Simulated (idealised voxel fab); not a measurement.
The document below concerns the process module designated voxel transistor to metal.
The cross-section on display is named cut; it measures 155 nm wide, and its cells are 5 nm squares.
For the purposes of this document, a cross-section shall be understood as a grid of square cells, specified as bands listed in top-to-bottom order, each band consisting of one or more rows of cells. In this notation a band is specified by the heights of its top and bottom, in that order and in nm, after which its materials appear from left to right, each paired with its width in nm. The word "throughout" attached to a single material means that material fills the band from edge to edge; the word "empty" stands for empty space. Counting heights begins at 0, where everything beneath is, in the wafer as received, one material. The lowest band has no bottom; it goes on downwards, as "0 -> down" shows. Think of "30 to 40" as a width that walks from the first number to the second as you go down the band, top row to bottom row, taking equal-sized steps from row to row. "no change" -> step changed no cross-section cell. The list in "Catalogued sealed voids" covers empty spaces of 8 cells or more that cannot reach the top through any open way, and it gives each as width x height at distance; the distance is from the left edge, and width, height and distance are in nm. Past the settings on a step's line: simulator remark, on that step. "overlay nm" answers the question of how far to the right of plan the mask lay on a step that has a mask, and when it is negative the answer is to the left.

Planned step list for the process:
1. RECEIVE | material Si
2. OXIDIZE | depth nm 5
3. CONFORMAL_DEP | material SiN | thk nm 10
4. MASKED_ETCH | tone cover | mask id ACTIVE | width nm 120 | etch materials SiN | depth nm 10 | overlay nm 0
5. MASKED_ETCH | tone cover | mask id ACTIVE | width nm 120 | etch materials SiO2 | depth nm 5 | overlay nm 0
6. MASKED_ETCH | tone cover | mask id ACTIVE | width nm 120 | etch materials Si | depth nm 20 | overlay nm 0
7. FILL_DEP | material SiO2 | thk nm 15
8. CMP | height nm 10
9. SELECTIVE_ETCH | etch materials SiO2 | depth nm 10
10. STRIP | etch materials SiN
11. SELECTIVE_ETCH | etch materials SiO2 | depth nm 5
12. OXIDIZE | depth nm 5
13. DIRECTIONAL_DEP | material polySi | thk nm 20
14. DIRECTIONAL_DEP | material SiCN | thk nm 10
15. MASKED_ETCH | tone cover | mask id GATE | width nm 30 | etch materials SiCN | depth nm 20 | overlay nm 0
16. MASKED_ETCH | tone cover | mask id GATE | width nm 30 | etch materials polySi | depth nm 30 | overlay nm 0
17. CONFORMAL_DEP | material SiN | thk nm 10
18. DIRECTIONAL_ETCH | etch materials SiN | depth nm 10
19. DIRECTIONAL_ETCH | etch materials SiO2 | depth nm 5
20. EPI | material pSi | thk nm 5
21. FILL_DEP | material SiO2 | thk nm 5
22. CMP | height nm 15
23. STRIP | etch materials polySi
24. SELECTIVE_ETCH | etch materials SiO2 | depth nm 5
25. CONFORMAL_DEP | material HfO2 | thk nm 5
26. CONFORMAL_DEP | material TiN | thk nm 5
27. FILL_DEP | material W | thk nm 10
28. CMP | height nm 10
29. DIRECTIONAL_DEP | material SiO2 | thk nm 15
30. PATTERN | tone open | mask id CONTACT | material resist | width nm 20 | pitch nm 80 | thk nm 15 | overlay nm 0
31. DIRECTIONAL_ETCH | etch materials SiO2 | depth nm 30
32. STRIP | etch materials resist
33. CONFORMAL_DEP | material TiN | thk nm 5
34. FILL_DEP | material W | thk nm 5
35. CMP | height nm 25
36. DIRECTIONAL_DEP | material TiN | thk nm 5
37. DIRECTIONAL_DEP | material Ru | thk nm 20
38. PATTERN | tone cover | mask id METAL_1 | material resist | width nm 20 | pitch nm 80 | thk nm 15 | overlay nm 0
39. DIRECTIONAL_ETCH | etch materials Ru | depth nm 20
40. DIRECTIONAL_ETCH | etch materials TiN | depth nm 5
41. STRIP | etch materials resist
42. FILL_DEP | material lowk | thk nm 5
43. CMP | height nm 50
44. CONFORMAL_DEP | material SiCN | thk nm 5

Cross-section of the wafer upon arrival, representing the state reached after step 1:
0 -> down = Si throughout
Catalogued sealed voids: none

End-of-module cross-section. Starting structure and process plan as above; one mistake made in running it:
55 -> 50 = SiCN throughout
50 -> 30 = 20 of lowk / 30 of Ru / 50 of lowk / 30 of Ru / 25 of lowk
30 -> 25 = 20 of lowk / 30 of TiN / 50 of lowk / 30 of TiN / 25 of lowk
25 -> 10 = 25 of SiO2 / 5 of TiN / 10 of W / 5 of TiN / 60 of SiO2 / 5 of TiN / 10 of W / 5 of TiN / 30 of SiO2
10 -> 0 = 25 of SiO2 / 5 of TiN / 10 of W / 5 of TiN / 5 of SiO2 / 10 of SiN / 5 of HfO2 / 5 of TiN / 10 of W / 5 of TiN / 5 of HfO2 / 10 of SiN / 5 of SiO2 / 5 of TiN / 10 of W / 5 of TiN / 30 of SiO2
0 -> -5 = 25 of SiO2 / 20 of TiN / 5 of SiO2 / 10 of SiN / 5 of HfO2 / 20 of TiN / 5 of HfO2 / 10 of SiN / 5 of SiO2 / 20 of TiN / 30 of SiO2
-5 -> -10 = 10 of SiO2 / 40 of pSi / 5 of SiO2 / 40 of HfO2 / 5 of SiO2 / 40 of pSi / 15 of SiO2
-10 -> -25 = 15 of SiO2 / 120 of Si / 20 of SiO2
-25 -> down = Si throughout
Catalogued sealed voids: none
The mistake made against the process plan was this: for step 38, the planned setting was not used; the step was instead run as PATTERN | tone cover | mask id METAL_1 | material resist | width nm 30 | pitch nm 80 | thk nm 15 | overlay nm 0
